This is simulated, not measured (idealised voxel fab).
Herein follows the process module entitled voxel quadruple lines.
It is cross-section cut that appears here, measuring 280 nm in width, its square cells being 5 nm in size.
If you're reading a cross-section in this doc, picture square cells in a grid; it comes to you as bands, top ones listed first down to the bottom, and a band can be one or more rows of cells.
Top height, bottom height, nm. Materials left to right, width each, nm. Single material + "everywhere" = fills band edge to edge. "empty" = empty.
Where do heights start? At 0: under that level the wafer as delivered is made of one material only. And the lowest band has no floor; it just carries on downward, as in "from 0 down".
A width such as "30..40" changes by the same amount from each row of cells to the next, from the band's top row to its bottom row.
No cell of the cross-section changed in a step that is given as "no change".
The entry titled "Sealed void list" provides the empty spaces that have no open way to the top, restricted to those of 8 cells or more. Each is presented as width x height at distance, the distance being measured from the left edge, with all three in nm.
Note: text after step settings on the step line = simulator remark on that step.
"overlay nm" denotes, for a step that has a mask, the displacement of the mask to the right of its planned place, with negative values corresponding to the left.
**The steps planned for the process are as follows**
1 RECEIVE: material Si
2 CONFORMAL_DEP: material Al2O3, thk nm 5
3 DIRECTIONAL_DEP: material Ru, thk nm 10
4 DIRECTIONAL_DEP: material polySi, thk nm 20
5 DIRECTIONAL_DEP: material aC, thk nm 20
6 PATTERN: tone cover, mask id MANDREL, material resist, width nm 20, thk nm 25, overlay nm 0
7 DIRECTIONAL_ETCH: etch materials aC, depth nm 20
8 STRIP: etch materials resist
9 CONFORMAL_DEP: material SiO2, thk nm 10
10 DIRECTIONAL_ETCH: etch materials SiO2, depth nm 10
11 STRIP: etch materials aC
12 DIRECTIONAL_ETCH: etch materials polySi, depth nm 20
13 STRIP: etch materials SiO2
14 CONFORMAL_DEP: material SiCN, thk nm 5
15 DIRECTIONAL_ETCH: etch materials SiCN, depth nm 5
16 STRIP: etch materials polySi
17 DIRECTIONAL_ETCH: etch materials Ru, depth nm 10
18 STRIP: etch materials SiCN
19 FILL_DEP: material lowk, thk nm 10
20 CMP: height nm 15
**The first of two wafers, run as planned**
**Cross-section, incoming material, after step 1**
  from 0 down = Si everywhere
  Sealed void list: none
**Cross-section of the wafer subsequent to step 2**
  from 5 to 0 = Al2O3 everywhere
  No changes below 0.
**Cross-section of the wafer subsequent to step 3**
  from 15 to 5 = Ru everywhere
  No changes below 5.
**Cross-section of the wafer subsequent to step 4**
  from 35 to 15 = polySi everywhere
  No changes below 15.
**Cross-section of the wafer subsequent to step 5**
  from 55 to 35 = aC everywhere
  No changes below 35.
**Cross-section of the wafer subsequent to step 6**
  from 80 to 55 = empty (130); resist (20); empty (130)
  No changes below 55.
**Cross-section of the wafer subsequent to step 7**
  from 60 to 55 = empty (130); resist (20); empty (130)
  from 55 to 35 = empty (130); aC (20); empty (130)
  No changes below 35.
**Cross-section of the wafer subsequent to step 8**
  from 55 to 35 = empty (130); aC (20); empty (130)
  No changes below 35.
**Cross-section of the wafer subsequent to step 9**
  from 65 to 55 = empty (120); SiO2 (40); empty (120)
  from 55 to 45 = empty (120); SiO2 (10); aC (20); SiO2 (10); empty (120)
  from 45 to 35 = SiO2 (130); aC (20); SiO2 (130)
  No changes below 35.
**Cross-section of the wafer subsequent to step 10**
  from 55 to 35 = empty (120); SiO2 (10); aC (20); SiO2 (10); empty (120)
  No changes below 35.
**Cross-section of the wafer subsequent to step 11**
  from 55 to 35 = empty (120); SiO2 (10); empty (20); SiO2 (10); empty (120)
  No changes below 35.
**Cross-section of the wafer subsequent to step 12**
  from 55 to 35 = empty (120); SiO2 (10); empty (20); SiO2 (10); empty (120)
  from 35 to 15 = empty (120); polySi (10); empty (20); polySi (10); empty (120)
  No changes below 15.
**Cross-section of the wafer subsequent to step 13**
  from 35 to 15 = empty (120); polySi (10); empty (20); polySi (10); empty (120)
  No changes below 15.
**Cross-section of the wafer subsequent to step 14**
  from 40 to 35 = empty (115); SiCN (20); empty (10); SiCN (20); empty (115)
  from 35 to 20 = empty (115); SiCN (5); polySi (10); SiCN (5); empty (10); SiCN (5); polySi (10); SiCN (5); empty (115)
  from 20 to 15 = SiCN (120); polySi (10); SiCN (20); polySi (10); SiCN (120)
  No changes below 15.
**Cross-section of the wafer subsequent to step 15**
  from 35 to 15 = empty (115); SiCN (5); polySi (10); SiCN (5); empty (10); SiCN (5); polySi (10); SiCN (5); empty (115)
  No changes below 15.
**Cross-section of the wafer subsequent to step 16**
  from 35 to 15 = empty (115); SiCN (5); empty (10); SiCN (5); empty (10); SiCN (5); empty (10); SiCN (5); empty (115)
  No changes below 15.
**Cross-section of the wafer subsequent to step 17**
  from 35 to 15 = empty (115); SiCN (5); empty (10); SiCN (5); empty (10); SiCN (5); empty (10); SiCN (5); empty (115)
  from 15 to 5 = empty (115); Ru (5); empty (10); Ru (5); empty (10); Ru (5); empty (10); Ru (5); empty (115)
  No changes below 5.
**Cross-section of the wafer subsequent to step 18**
  from 15 to 5 = empty (115); Ru (5); empty (10); Ru (5); empty (10); Ru (5); empty (10); Ru (5); empty (115)
  No changes below 5.
**Cross-section of the wafer subsequent to step 19**
  from 25 to 15 = lowk everywhere
  from 15 to 5 = lowk (115); Ru (5); lowk (10); Ru (5); lowk (10); Ru (5); lowk (10); Ru (5); lowk (115)
  No changes below 5.
**Cross-section of the wafer subsequent to step 20**
  from 15 to 5 = lowk (115); Ru (5); lowk (10); Ru (5); lowk (10); Ru (5); lowk (10); Ru (5); lowk (115)
  No changes below 5.
**Second Wafer (Identical Start and Plan, One Processing Error; Matches First Wafer Through Step 5)**
**Cross-section, second wafer, at the end time the plan gives for step 6**
  from 80 to 55 = resist (130); empty (20); resist (130)
  No changes below 55.
**Cross-section, second wafer, at the end time the plan gives for step 7**
  from 60 to 55 = resist (130); empty (20); resist (130)
  from 55 to 35 = aC (130); empty (20); aC (130)
  No changes below 35.
**Cross-section, second wafer, at the end time the plan gives for step 8**
  from 55 to 35 = aC (130); empty (20); aC (130)
  No changes below 35.
**Cross-section, second wafer, at the end time the plan gives for step 9**
  from 65 to 55 = SiO2 everywhere
  from 55 to 35 = aC (130); SiO2 (20); aC (130)
  No changes below 35.
**Cross-section, second wafer, at the end time the plan gives for step 10**
  from 55 to 35 = aC (130); SiO2 (20); aC (130)
  No changes below 35.
**Cross-section, second wafer, at the end time the plan gives for step 11**
  from 55 to 35 = empty (130); SiO2 (20); empty (130)
  No changes below 35.
**Cross-section, second wafer, at the end time the plan gives for step 12**
  from 55 to 35 = empty (130); SiO2 (20); empty (130)
  from 35 to 15 = empty (130); polySi (20); empty (130)
  No changes below 15.
**Cross-section, second wafer, at the end time the plan gives for step 13**
  from 35 to 15 = empty (130); polySi (20); empty (130)
  No changes below 15.
**Cross-section, second wafer, at the end time the plan gives for step 14**
  from 40 to 35 = empty (125); SiCN (30); empty (125)
  from 35 to 20 = empty (125); SiCN (5); polySi (20); SiCN (5); empty (125)
  from 20 to 15 = SiCN (130); polySi (20); SiCN (130)
  No changes below 15.
**Cross-section, second wafer, at the end time the plan gives for step 15**
  from 35 to 15 = empty (125); SiCN (5); polySi (20); SiCN (5); empty (125)
  No changes below 15.
**Cross-section, second wafer, at the end time the plan gives for step 16**
  from 35 to 15 = empty (125); SiCN (5); empty (20); SiCN (5); empty (125)
  No changes below 15.
**Cross-section, second wafer, at the end time the plan gives for step 17**
  from 35 to 15 = empty (125); SiCN (5); empty (20); SiCN (5); empty (125)
  from 15 to 5 = empty (125); Ru (5); empty (20); Ru (5); empty (125)
  No changes below 5.
**Cross-section, second wafer, at the end time the plan gives for step 18**
  from 15 to 5 = empty (125); Ru (5); empty (20); Ru (5); empty (125)
  No changes below 5.
**Cross-section, second wafer, at the end time the plan gives for step 19**
  from 25 to 15 = lowk everywhere
  from 15 to 5 = lowk (125); Ru (5); lowk (20); Ru (5); lowk (125)
  No changes below 5.
**Cross-section, second wafer, at the end time the plan gives for step 20**
  from 15 to 5 = lowk (125); Ru (5); lowk (20); Ru (5); lowk (125)
  No changes below 5.
Nonconformance to the process plan: off-plan run, step 6, actual operation and settings PATTERN: tone open, mask id MANDREL, material resist, width nm 20, thk nm 25, overlay nm 0
Final difference in cells, second wafer against first, listed per material as more or fewer: Ru: 4 fewer, lowk: 4 more
